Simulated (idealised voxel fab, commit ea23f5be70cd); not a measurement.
Process module heading - voxel self aligned vias
Square cells of 5 nm make up the cross-section cut, whose width is 260 nm.
Cross-section, as written here: a square-cell grid given band by band from the top down, where a band holds one or more rows of cells. Within each band entry, the heights of the top and of the bottom of the band appear first, in that order and in nm; the materials of the band then follow from left to right, each with its corresponding width in nm. The designation "all across" on a single material indicates that it fills the band from edge to edge; the designation "air" indicates empty space. Ref level 0: as-received wafer is one material below here. Bottom band extends down with no lower bound ("0 nm and below"). Width spec "30..40" -> top row of cells at first value, bottom row at second value, equal per-row change in between. It should be understood that the words "identical to before", when stated for a given step, signify that the cross-section underwent no change in any of its cells during that step. "Encapsulated voids" means: voids of 8 cells or more that are shut off from the top with no open way through. Written width x height at distance, distance from the left edge, in nm. It should be noted that, on the line of a given step, the content following the step's settings is a remark produced by the simulator itself with respect to that step. Steps that use a mask can have "overlay nm" on their line. It says how far the mask sat to the right of where it was meant to be. Negative means to the left.
PLANNED PROCESS STEPS
| 1 | RECEIVE | material Si |
| 2 | CONFORMAL_DEP | material SiO2 | thk nm 10 |
| 3 | CONFORMAL_DEP | material SiCN | thk nm 5 |
| 4 | DIRECTIONAL_DEP | material lowk | thk nm 30 |
| 5 | PATTERN | tone open | mask id LINES | material resist | width nm 20 | pitch nm 50 | thk nm 20 | overlay nm 0 |
| 6 | DIRECTIONAL_ETCH | etch materials lowk | depth nm 30 |
| 7 | STRIP | etch materials resist |
| 8 | CONFORMAL_DEP | material TiN | thk nm 5 |
| 9 | FILL_DEP | material W | thk nm 10 |
| 10 | CMP | height nm 45 |
| 11 | SELECTIVE_ETCH | etch materials W Ru TiN | depth nm 5 |
| 12 | FILL_DEP | material SiN | thk nm 10 |
| 13 | CMP | height nm 45 |
| 14 | DIRECTIONAL_DEP | material lowk | thk nm 20 |
| 15 | MASKED_ETCH | tone open | mask id VIAS | width nm 30 | etch materials lowk | depth nm 20 | overlay nm 0 |
| 16 | MASKED_ETCH | tone open | mask id VIAS | width nm 30 | etch materials SiN | depth nm 5 | overlay nm 0 |
| 17 | CONFORMAL_DEP | material TiN | thk nm 5 |
| 18 | FILL_DEP | material Cu | thk nm 5 |
| 19 | CMP | height nm 65 |
| 20 | CONFORMAL_DEP | material SiCN | thk nm 5 |
AS-RECEIVED WAFER CROSS-SECTION (AFTER STEP 1)
  0 nm and below | Si all across
  Encapsulated voids: none
SAME STARTING WAFER, SAME PLAN AS ABOVE, ONE MISTAKE IN THE EXECUTION; THIS IS THE CROSS-SECTION AT THE END OF THE MODULE
  70 nm to 65 nm | SiCN all across
  65 nm to 45 nm | lowk: 90  TiN: 5  Cu: 20  TiN: 5  lowk: 140
  45 nm to 40 nm | lowk: 90  TiN: 30  lowk: 25  SiN: 20  lowk: 95
  40 nm to 25 nm | lowk: 90  TiN: 10  W: 10  TiN: 10  lowk: 25  TiN: 5  W: 10  TiN: 5  lowk: 95
  25 nm to 20 nm | lowk: 95  TiN: 5  W: 10  TiN: 5  lowk: 30  TiN: 5  W: 10  TiN: 5  lowk: 95
  20 nm to 15 nm | lowk: 95  TiN: 20  lowk: 30  TiN: 20  lowk: 95
  15 nm to 10 nm | SiCN all across
  10 nm to 0 nm | SiO2 all across
  0 nm and below | Si all across
  Encapsulated voids: none
What went wrong in running the wafer? twice over, step 15 of the plan was run
